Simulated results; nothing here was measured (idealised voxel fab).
This section sets out a process module, namely voxel ribs on slabs.
For reference, the cross-section in this document is cut, with width 295 nm and square cells of 5 nm.
Reading order for cross-sections: top band down to bottom band. Underlying form: a grid of square cells. Band size: one or more rows of cells. Each band's line starts with the height of the band's top and of its bottom, in nm. Then come its materials from left to right, each with its width in nm. One material with "edge to edge" fills the band from edge to edge. "empty" is empty space. For the purposes of this specification, 0 denotes the height below which the wafer in its as-received condition is composed wholly of one material, and the lowermost band, lacking a lower limit, extends downward without end, as expressed in "top 0, no bottom". Read "30 to 40" as a graded width: first number on top, second number at the bottom, same change between each pair of neighbouring rows. "left unchanged" for a step: no cell of the cross-section changed in that step. "Fully closed voids" - sealed voids, min. 8 cells, no opening to top; format: width x height at distance (distance from left edge; nm throughout). Whatever follows a step's settings on its line is a remark the simulator itself makes about that step. A step line may carry the setting "overlay nm", which, for steps involving a mask, states the distance by which the mask lay to the right of its intended position; negative values denote displacement to the left.

### The steps planned for the process are as follows
1: RECEIVE, material Si
2: DIRECTIONAL_DEP, material SiO2, thk nm 30
3: DIRECTIONAL_DEP, material polySi, thk nm 25
4: PATTERN, tone cover, mask id RIB, material resist, width nm 30, thk nm 20, overlay nm 0
5: DIRECTIONAL_ETCH, etch materials polySi, depth nm 15
6: STRIP, etch materials resist
7: MASKED_ETCH, tone cover, mask id SLAB, width nm 60, etch materials polySi, depth nm 10, overlay nm 0
8: FILL_DEP, material SiO2, thk nm 30
9: CMP, height nm 75
10: DIRECTIONAL_DEP, material W, thk nm 5
11: DIRECTIONAL_DEP, material aC, thk nm 10
12: PATTERN, tone cover, mask id HEATER, material resist, width nm 40, thk nm 25, overlay nm 0
13: DIRECTIONAL_ETCH, etch materials aC, depth nm 10
14: STRIP, etch materials resist
15: DIRECTIONAL_ETCH, etch materials W, depth nm 5
16: STRIP, etch materials aC
17: CONFORMAL_DEP, material SiO2, thk nm 10

### Cross-section of the wafer upon arrival, representing the state reached after step 1
top 0, no bottom | Si edge to edge
Fully closed voids: none

### Result of the module, cross-sectioned: start per above, plan per above, one error in how it was run
top 90, bottom 85 | empty (115); SiO2 (60); empty (120)
top 85, bottom 80 | SiO2 edge to edge
top 80, bottom 75 | SiO2 (125); W (40); SiO2 (130)
top 75, bottom 70 | SiO2 (130); polySi (30); SiO2 (135)
top 70, bottom 60 | SiO2 (115); polySi (60); SiO2 (120)
top 60, bottom 0 | SiO2 edge to edge
top 0, no bottom | Si edge to edge
Fully closed voids: none
Nonconformance to the process plan: step 2 of the plan was twice carried out
